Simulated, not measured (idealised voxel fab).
Title: Process Module voxel self aligned vias
Xsec cut, 190 nm wide, square cell size 5 nm.
Cross-section layout: square cells on a grid; listed as bands, top to bottom; a band spans one or more cell rows. Band: top height; bottom height; in nm. Then, left to right: material with width in nm, for each material. "full width": a single material spanning edge to edge. "empty": empty space. Convention: height 0 is the level below which the wafer, as received, is all one material. The lowest band does not terminate at the bottom but continues downward, represented as "0 nm and below". The expression "30 to 40" gives the width at the extremes of the band, the first number at its top row of cells and the second at its bottom row, with the width changing by equal amounts from each row to the next in between. Take "no alterations made" at face value: in the step it is given for, the cross-section changed in none of its cells. You'll see "Trapped voids" listing empty spaces that have no way open to the top, as long as they're 8 cells or more; the notation is width x height at distance, where the distance is from the left edge, and all of it is in nm. If you see something after the settings on a step's line, that's the simulator's own remark about that step. "overlay nm" denotes, for a step that has a mask, the displacement of the mask to the right of its planned place, with negative values corresponding to the left.
Steps planned for the process
1 RECEIVE (material Si)
2 CONFORMAL_DEP (material SiO2; thk nm 15)
3 CONFORMAL_DEP (material SiCN; thk nm 5)
4 DIRECTIONAL_DEP (material lowk; thk nm 20)
5 MASKED_ETCH (tone open; mask id LINES; width nm 25; pitch nm 70; etch materials lowk; depth nm 20; overlay nm 0)
6 CONFORMAL_DEP (material TiN; thk nm 5)
7 FILL_DEP (material W; thk nm 5)
8 CMP (height nm 40)
9 SELECTIVE_ETCH (etch materials W Ru TiN; depth nm 5)
10 FILL_DEP (material SiN; thk nm 10)
11 CMP (height nm 40)
12 DIRECTIONAL_DEP (material lowk; thk nm 15)
13 DIRECTIONAL_DEP (material aC; thk nm 10)
14 PATTERN (tone open; mask id VIAS; material resist; width nm 45; thk nm 25; overlay nm 0)
15 DIRECTIONAL_ETCH (etch materials aC; depth nm 10)
16 STRIP (etch materials resist)
17 DIRECTIONAL_ETCH (etch materials lowk; depth nm 15)
18 DIRECTIONAL_ETCH (etch materials SiN; depth nm 5)
19 STRIP (etch materials aC)
20 CONFORMAL_DEP (material TiN; thk nm 5)
21 FILL_DEP (material Cu; thk nm 10)
22 CMP (height nm 55)
23 CONFORMAL_DEP (material SiN; thk nm 5)
As-received state of the wafer in cross-section, equivalent to post-step 1
    0 nm and below: Si full width
    Trapped voids: none
Final wafer profile in cross-section after the module, from the same start and plan as above, with one mistake made during processing
    60 nm to 55 nm: SiN full width
    55 nm to 45 nm: 35 of lowk, then 5 of TiN, then 40 of Cu, then 5 of TiN, then 105 of lowk
    45 nm to 40 nm: 35 of lowk, then 15 of TiN, then 15 of Cu, then 20 of TiN, then 105 of lowk
    40 nm to 35 nm: 45 of lowk, then 25 of TiN, then 45 of lowk, then 25 of SiN, then 50 of lowk
    35 nm to 25 nm: 45 of lowk, then 5 of TiN, then 15 of W, then 5 of TiN, then 45 of lowk, then 5 of TiN, then 15 of W, then 5 of TiN, then 50 of lowk
    25 nm to 20 nm: 45 of lowk, then 25 of TiN, then 45 of lowk, then 25 of TiN, then 50 of lowk
    20 nm to 15 nm: SiCN full width
    15 nm to 0 nm: SiO2 full width
    0 nm and below: Si full width
    Trapped voids: none
Where did the run depart from the plan? rather than as planned, step 14 actually ran as PATTERN (tone open; mask id VIAS; material resist; width nm 50; thk nm 25; overlay nm 0)
